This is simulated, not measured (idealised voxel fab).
process module | voxel self aligned contacts
cross-section cut | 220 nm wide | cells 5 nm
A cross-section is a grid of square cells, given in bands from the top down. A band is one or more rows of cells.
Each band's line starts with the height of the band's top and of its bottom, in nm. Then come its materials from left to right, each with its width in nm. One material with "throughout" fills the band from edge to edge. "air" is empty space.
Height 0 is the level under which the wafer as received is all one material. The lowest band goes on downwards, as in "0 down".
A width such as "30 to 40" changes by the same amount from each row of cells to the next, from the band's top row to its bottom row.
"no change" after a step means that no cell of the cross-section changed.
closed voids: empty space of 8 cells or more with no open way to the top, each as width x height at its distance from the left edge, in nm
after a step's settings: what the simulator itself notes on the step
overlay nm, on a step with a mask: how far to the right of its planned place the mask lay; to the left if negative
Each pair below shows a cross-section before one step and the cross-section after it, down to the lowest band that changed. The line under each pair gives the step between them, with its settings. The pairs can come from different runs of this module on the same starting wafer, so a pair continues from the pair above only where its "before" says so.
before
  55 to 50: SiO2 50 | air 50 | SiO2 15 | air 50 | SiO2 55
  50 to 30: SiO2 20 | SiN 50 | air 15 | SiN 50 | air 15 | SiN 50 | SiO2 20
  30 to 0: SiO2 20 | SiN 5 | polySi 40 | SiN 5 | air 15 | SiN 5 | polySi 40 | SiN 5 | air 15 | SiN 5 | polySi 40 | SiN 5 | SiO2 20
  0 to -5: SiO2 70 | air 15 | SiO2 50 | air 15 | SiO2 70
  -5 down: Si throughout
  closed voids: none
after
  60 to 55: TiN 55 | air 40 | TiN 25 | air 40 | TiN 60
  55 to 50: SiO2 50 | TiN 25 | air 5 | TiN 20 | SiO2 15 | TiN 25 | air 5 | TiN 20 | SiO2 55
  50 to 30: SiO2 20 | SiN 50 | TiN 5 | air 5 | TiN 5 | SiN 50 | TiN 5 | air 5 | TiN 5 | SiN 50 | SiO2 20
  30 to 0: SiO2 20 | SiN 5 | polySi 40 | SiN 5 | TiN 5 | air 5 | TiN 5 | SiN 5 | polySi 40 | SiN 5 | TiN 5 | air 5 | TiN 5 | SiN 5 | polySi 40 | SiN 5 | SiO2 20
  0 to -5: SiO2 70 | TiN 15 | SiO2 50 | TiN 15 | SiO2 70
  below -5: unchanged
  closed voids: none
the step between: op CONFORMAL_DEP | material TiN | thk nm 5
before: the cross-section after the pair above
after
  70 to 60: Ru throughout
  60 to 55: TiN 55 | Ru 40 | TiN 25 | Ru 40 | TiN 60
  55 to 50: SiO2 50 | TiN 25 | Ru 5 | TiN 20 | SiO2 15 | TiN 25 | Ru 5 | TiN 20 | SiO2 55
  50 to 30: SiO2 20 | SiN 50 | TiN 5 | Ru 5 | TiN 5 | SiN 50 | TiN 5 | Ru 5 | TiN 5 | SiN 50 | SiO2 20
  30 to 0: SiO2 20 | SiN 5 | polySi 40 | SiN 5 | TiN 5 | Ru 5 | TiN 5 | SiN 5 | polySi 40 | SiN 5 | TiN 5 | Ru 5 | TiN 5 | SiN 5 | polySi 40 | SiN 5 | SiO2 20
  below 0: unchanged
  closed voids: none
the step between: op FILL_DEP | material Ru | thk nm 10
before: the cross-section after the pair above
after
  55 to 50: SiO2 50 | TiN 25 | Ru 5 | TiN 20 | SiO2 15 | TiN 25 | Ru 5 | TiN 20 | SiO2 55
  below 50: unchanged
  closed voids: none
the step between: op CMP | height nm 55
before: the cross-section after the pair above
after
  60 to 55: SiN throughout
  below 55: unchanged
  closed voids: none
the step between: op CONFORMAL_DEP | material SiN | thk nm 5
before
  55 to 50: SiO2 throughout
  50 to 30: SiO2 20 | SiN 45 | SiO2 20 | SiN 45 | SiO2 20 | SiN 45 | SiO2 25
  30 to 0: SiO2 20 | SiN 5 | polySi 35 | SiN 5 | SiO2 20 | SiN 5 | polySi 35 | SiN 5 | SiO2 20 | SiN 5 | polySi 35 | SiN 5 | SiO2 25
  0 to -5: SiO2 throughout
  -5 down: Si throughout
  closed voids: none
after
  70 to 55: resist 60 | air 50 | resist 15 | air 50 | resist 45
  below 55: unchanged
  closed voids: none
the step between: op PATTERN | tone open | mask id CONTACT | material resist | width nm 50 | pitch nm 65 | thk nm 15 | overlay nm 10
before: the cross-section after the pair above
after
  70 to 55: resist 60 | air 50 | resist 15 | air 50 | resist 45
  55 to 50: SiO2 60 | air 50 | SiO2 15 | air 50 | SiO2 45
  50 to 30: SiO2 20 | SiN 45 | air 20 | SiN 45 | air 20 | SiN 45 | SiO2 25
  30 to 0: SiO2 20 | SiN 5 | polySi 35 | SiN 5 | air 20 | SiN 5 | polySi 35 | SiN 5 | air 20 | SiN 5 | polySi 35 | SiN 5 | SiO2 25
  0 to -5: SiO2 65 | air 20 | SiO2 45 | air 20 | SiO2 70
  below -5: unchanged
  closed voids: none
the step between: op DIRECTIONAL_ETCH | etch materials SiO2 | depth nm 60
before: the cross-section after the pair above
after
  55 to 50: SiO2 60 | air 50 | SiO2 15 | air 50 | SiO2 45
  below 50: unchanged
  closed voids: none
the step between: op STRIP | etch materials resist
before: the cross-section after the pair above
after
  60 to 55: TiN 65 | air 40 | TiN 25 | air 40 | TiN 50
  55 to 50: SiO2 60 | TiN 10 | air 10 | TiN 30 | SiO2 15 | TiN 10 | air 10 | TiN 30 | SiO2 45
  50 to 30: SiO2 20 | SiN 45 | TiN 5 | air 10 | TiN 5 | SiN 45 | TiN 5 | air 10 | TiN 5 | SiN 45 | SiO2 25
  30 to 0: SiO2 20 | SiN 5 | polySi 35 | SiN 5 | TiN 5 | air 10 | TiN 5 | SiN 5 | polySi 35 | SiN 5 | TiN 5 | air 10 | TiN 5 | SiN 5 | polySi 35 | SiN 5 | SiO2 25
  0 to -5: SiO2 65 | TiN 20 | SiO2 45 | TiN 20 | SiO2 70
  below -5: unchanged
  closed voids: none
the step between: op CONFORMAL_DEP | material TiN | thk nm 5
before: the cross-section after the pair above
after
  70 to 60: Ru throughout
  60 to 55: TiN 65 | Ru 40 | TiN 25 | Ru 40 | TiN 50
  55 to 50: SiO2 60 | TiN 10 | Ru 10 | TiN 30 | SiO2 15 | TiN 10 | Ru 10 | TiN 30 | SiO2 45
  50 to 30: SiO2 20 | SiN 45 | TiN 5 | Ru 10 | TiN 5 | SiN 45 | TiN 5 | Ru 10 | TiN 5 | SiN 45 | SiO2 25
  30 to 0: SiO2 20 | SiN 5 | polySi 35 | SiN 5 | TiN 5 | Ru 10 | TiN 5 | SiN 5 | polySi 35 | SiN 5 | TiN 5 | Ru 10 | TiN 5 | SiN 5 | polySi 35 | SiN 5 | SiO2 25
  below 0: unchanged
  closed voids: none
the step between: op FILL_DEP | material Ru | thk nm 10
before: the cross-section after the pair above
after
  55 to 50: SiO2 60 | TiN 10 | Ru 10 | TiN 30 | SiO2 15 | TiN 10 | Ru 10 | TiN 30 | SiO2 45
  below 50: unchanged
  closed voids: none
the step between: op CMP | height nm 55
before: the cross-section after the pair above
after
  60 to 55: SiN throughout
  below 55: unchanged
  closed voids: none
the step between: op CONFORMAL_DEP | material SiN | thk nm 5
before
  50 to 30: air 20 | SiN 45 | air 20 | SiN 45 | air 20 | SiN 45 | air 25
  30 to 0: air 20 | SiN 5 | polySi 35 | SiN 5 | air 20 | SiN 5 | polySi 35 | SiN 5 | air 20 | SiN 5 | polySi 35 | SiN 5 | air 25
  0 to -5: SiO2 throughout
  -5 down: Si throughout
  closed voids: none
after
  65 to 50: Ru throughout
  50 to 30: Ru 20 | SiN 45 | Ru 20 | SiN 45 | Ru 20 | SiN 45 | Ru 25
  30 to 0: Ru 20 | SiN 5 | polySi 35 | SiN 5 | Ru 20 | SiN 5 | polySi 35 | SiN 5 | Ru 20 | SiN 5 | polySi 35 | SiN 5 | Ru 25
  below 0: unchanged
  closed voids: none
the step between: op FILL_DEP | material Ru | thk nm 15
before: the cross-section after the pair above
after
  55 to 50: Ru throughout
  below 50: unchanged
  closed voids: none
the step between: op CMP | height nm 55
before: the cross-section after the pair above
after
  70 to 55: resist 50 | air 50 | resist 15 | air 50 | resist 55
  below 55: unchanged
  closed voids: none
the step between: op PATTERN | tone open | mask id CONTACT | material resist | width nm 50 | pitch nm 65 | thk nm 15 | overlay nm 0
before: the cross-section after the pair above
after
  55 to 50: Ru throughout
  below 50: unchanged
  closed voids: none
the step between: op STRIP | etch materials resist
before: the cross-section after the pair above
after
  60 to 55: TiN throughout
  below 55: unchanged
  closed voids: none
the step between: op CONFORMAL_DEP | material TiN | thk nm 5
before: the cross-section after the pair above
after
  70 to 60: Ru throughout
  below 60: unchanged
  closed voids: none
the step between: op FILL_DEP | material Ru | thk nm 10
before: the cross-section after the pair above
after
  55 to 50: Ru throughout
  below 50: unchanged
  closed voids: none
the step between: op CMP | height nm 55
before: the cross-section after the pair above
after
  60 to 55: SiN throughout
  below 55: unchanged
  closed voids: none
the step between: op CONFORMAL_DEP | material SiN | thk nm 5
before
  50 to 30: SiN throughout
  30 to 0: polySi throughout
  0 to -5: SiO2 throughout
  -5 down: Si throughout
  closed voids: none
after
  65 to 50: resist 25 | air 35 | resist 30 | air 35 | resist 30 | air 35 | resist 30
  below 50: unchanged
  closed voids: none
the step between: op PATTERN | tone open | mask id GATE | material resist | width nm 35 | pitch nm 65 | thk nm 15 | overlay nm 0
before: the cross-section after the pair above
after
  65 to 50: resist 25 | air 35 | resist 30 | air 35 | resist 30 | air 35 | resist 30
  50 to 30: SiN 25 | air 35 | SiN 30 | air 35 | SiN 30 | air 35 | SiN 30
  below 30: unchanged
  closed voids: none
the step between: op DIRECTIONAL_ETCH | etch materials SiN | depth nm 20
before: the cross-section after the pair above
after
  65 to 50: resist 25 | air 35 | resist 30 | air 35 | resist 30 | air 35 | resist 30
  50 to 30: SiN 25 | air 35 | SiN 30 | air 35 | SiN 30 | air 35 | SiN 30
  30 to 0: polySi 25 | air 35 | polySi 30 | air 35 | polySi 30 | air 35 | polySi 30
  below 0: unchanged
  closed voids: none
the step between: op DIRECTIONAL_ETCH | etch materials polySi | depth nm 30
before: the cross-section after the pair above
after
  50 to 30: SiN 25 | air 35 | SiN 30 | air 35 | SiN 30 | air 35 | SiN 30
  below 30: unchanged
  closed voids: none
the step between: op STRIP | etch materials resist
before: the cross-section after the pair above
after
  55 to 30: SiN 30 | air 25 | SiN 40 | air 25 | SiN 40 | air 25 | SiN 35
  30 to 5: polySi 25 | SiN 5 | air 25 | SiN 5 | polySi 30 | SiN 5 | air 25 | SiN 5 | polySi 30 | SiN 5 | air 25 | SiN 5 | polySi 30
  5 to 0: polySi 25 | SiN 35 | polySi 30 | SiN 35 | polySi 30 | SiN 35 | polySi 30
  below 0: unchanged
  closed voids: none
the step between: op CONFORMAL_DEP | material SiN | thk nm 5
before: the cross-section after the pair above
after
  50 to 30: SiN 30 | air 25 | SiN 40 | air 25 | SiN 40 | air 25 | SiN 35
  30 to 0: polySi 25 | SiN 5 | air 25 | SiN 5 | polySi 30 | SiN 5 | air 25 | SiN 5 | polySi 30 | SiN 5 | air 25 | SiN 5 | polySi 30
  below 0: unchanged
  closed voids: none
the step between: op DIRECTIONAL_ETCH | etch materials SiN | depth nm 5
before: the cross-section after the pair above
after
  65 to 50: SiO2 throughout
  50 to 30: SiN 30 | SiO2 25 | SiN 40 | SiO2 25 | SiN 40 | SiO2 25 | SiN 35
  30 to 0: polySi 25 | SiN 5 | SiO2 25 | SiN 5 | polySi 30 | SiN 5 | SiO2 25 | SiN 5 | polySi 30 | SiN 5 | SiO2 25 | SiN 5 | polySi 30
  below 0: unchanged
  closed voids: none
the step between: op FILL_DEP | material SiO2 | thk nm 15
before: the cross-section after the pair above
after
  55 to 50: SiO2 throughout
  below 50: unchanged
  closed voids: none
the step between: op CMP | height nm 55
before: the cross-section after the pair above
after
  70 to 55: resist 50 | air 50 | resist 15 | air 50 | resist 55
  below 55: unchanged
  closed voids: none
the step between: op PATTERN | tone open | mask id CONTACT | material resist | width nm 50 | pitch nm 65 | thk nm 15 | overlay nm 0
before: the cross-section after the pair above
after
  70 to 55: resist 50 | air 50 | resist 15 | air 50 | resist 55
  55 to 50: SiO2 50 | air 50 | SiO2 15 | air 50 | SiO2 55
  50 to 30: SiN 30 | SiO2 20 | air 5 | SiN 40 | air 5 | SiO2 15 | air 5 | SiN 40 | air 5 | SiO2 20 | SiN 35
  30 to 0: polySi 25 | SiN 5 | SiO2 20 | air 5 | SiN 5 | polySi 30 | SiN 5 | air 5 | SiO2 15 | air 5 | SiN 5 | polySi 30 | SiN 5 | air 5 | SiO2 20 | SiN 5 | polySi 30
  0 to -5: SiO2 50 | air 5 | SiO2 40 | air 5 | SiO2 15 | air 5 | SiO2 40 | air 5 | SiO2 55
  below -5: unchanged
  closed voids: none
the step between: op DIRECTIONAL_ETCH | etch materials SiO2 | depth nm 60
before: the cross-section after the pair above
after
  55 to 50: SiO2 50 | air 50 | SiO2 15 | air 50 | SiO2 55
  below 50: unchanged
  closed voids: none
the step between: op STRIP | etch materials resist
before: the cross-section after the pair above
after
  60 to 55: TiN 55 | air 40 | TiN 25 | air 40 | TiN 60
  55 to 50: SiO2 50 | TiN 50 | SiO2 15 | TiN 50 | SiO2 55
  50 to 30: SiN 30 | SiO2 20 | TiN 5 | SiN 40 | TiN 5 | SiO2 15 | TiN 5 | SiN 40 | TiN 5 | SiO2 20 | SiN 35
  30 to 0: polySi 25 | SiN 5 | SiO2 20 | TiN 5 | SiN 5 | polySi 30 | SiN 5 | TiN 5 | SiO2 15 | TiN 5 | SiN 5 | polySi 30 | SiN 5 | TiN 5 | SiO2 20 | SiN 5 | polySi 30
  0 to -5: SiO2 50 | TiN 5 | SiO2 40 | TiN 5 | SiO2 15 | TiN 5 | SiO2 40 | TiN 5 | SiO2 55
  below -5: unchanged
  closed voids: none
the step between: op CONFORMAL_DEP | material TiN | thk nm 5
before: the cross-section after the pair above
after
  70 to 60: Ru throughout
  60 to 55: TiN 55 | Ru 40 | TiN 25 | Ru 40 | TiN 60
  below 55: unchanged
  closed voids: none
the step between: op FILL_DEP | material Ru | thk nm 10
before: the cross-section after the pair above
after
  55 to 50: SiO2 50 | TiN 50 | SiO2 15 | TiN 50 | SiO2 55
  below 50: unchanged
  closed voids: none
the step between: op CMP | height nm 55
before: the cross-section after the pair above
after
  60 to 55: SiN throughout
  below 55: unchanged
  closed voids: none
the step between: op CONFORMAL_DEP | material SiN | thk nm 5
